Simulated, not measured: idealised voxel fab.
voxel fin reveal: a process module
The cross-section shown here is cut; it is 150 nm wide and divided into square cells measuring 5 nm on a side.
How to read a cross-section here: the picture is a grid of square cells, written as bands going from the top down, and any band can span one or more rows of cells. The band entry comprises the height of the band's top followed by the height of its bottom, expressed in nm, and subsequently the band's materials from left to right, each stated together with its width in nm. Where a single material is marked with the word "all across", that material fills the band from edge to edge. The word "blank" represents empty space. It should be noted that heights are counted from 0, beneath which the wafer as supplied is of one material throughout, and that the lowest band possesses no lower boundary but continues downward, as written in "top 0, no bottom". With a width like "30 to 40", each row of cells in the band differs from the next by the same amount, the top row carrying the first number and the bottom row the second. Basically "everything unchanged" means that step didn't change any cell in the cross-section. "Fully sealed cavities" means: voids of 8 cells or more that are shut off from the top with no open way through. Written width x height at distance, distance from the left edge, in nm. Past the settings on a step's line: simulator remark, on that step. Regarding "overlay nm": on a step with a mask, it is the distance the mask lay to the right of its planned place; a negative value places it to the left.

[The process steps that were planned are listed below]
| 1 | RECEIVE [material Si] |
| 2 | CONFORMAL_DEP [material SiN] [thk nm 10] |
| 3 | DIRECTIONAL_DEP [material aC] [thk nm 15] |
| 4 | PATTERN [tone cover] [mask id FINS] [material resist] [width nm 15] [pitch nm 40] [thk nm 30] [overlay nm 0] |
| 5 | DIRECTIONAL_ETCH [etch materials aC] [depth nm 15] |
| 6 | STRIP [etch materials resist] |
| 7 | DIRECTIONAL_ETCH [etch materials SiN] [depth nm 10] |
| 8 | DIRECTIONAL_ETCH [etch materials Si] [depth nm 40] |
| 9 | STRIP [etch materials aC] |
| 10 | OXIDIZE [depth nm 5] |
| 11 | FILL_DEP [material SiO2] [thk nm 15] |
| 12 | CMP [height nm 10] |
| 13 | SELECTIVE_ETCH [etch materials SiO2] [depth nm 35] |
| 14 | STRIP [etch materials SiN] |
Where the wafers of this document differ is in the width nm of step 4; they start out the same, and the plan states the value that applied to the first wafer.

[Cross-section, first of several wafers, as delivered after step 1]
  top 0, no bottom | Si all across
  Fully sealed cavities: none

[Once step 14, the last step, is complete, the module is at its end; this is the cross-section of the first of several wafers]
  top 0, bottom -25 | blank (30), Si (5), blank (35), Si (5), blank (35), Si (5), blank (35)
  top -25, bottom -45 | SiO2 (30), Si (5), SiO2 (35), Si (5), SiO2 (35), Si (5), SiO2 (35)
  top -45, no bottom | Si all across
  Fully sealed cavities: none

[A cross-section through the last wafer at the close of the module]
  top 0, bottom -25 | blank (25), Si (15), blank (25), Si (15), blank (25), Si (15), blank (30)
  top -25, bottom -45 | SiO2 (25), Si (15), SiO2 (25), Si (15), SiO2 (25), Si (15), SiO2 (30)
  top -45, no bottom | Si all across
  Fully sealed cavities: none

[The rows of the table below are wafers. Looking at the end of the module, a row counts, for every material, the cells the wafer has gained, shown as (+), or lost, shown as (-), since it was received; its closed voids come next]
width nm 15 | -243 Si | +108 SiO2 | Fully sealed cavities: none
width nm 20 | -216 Si | +96 SiO2 | Fully sealed cavities: none
width nm 25 | -189 Si | +84 SiO2 | Fully sealed cavities: none
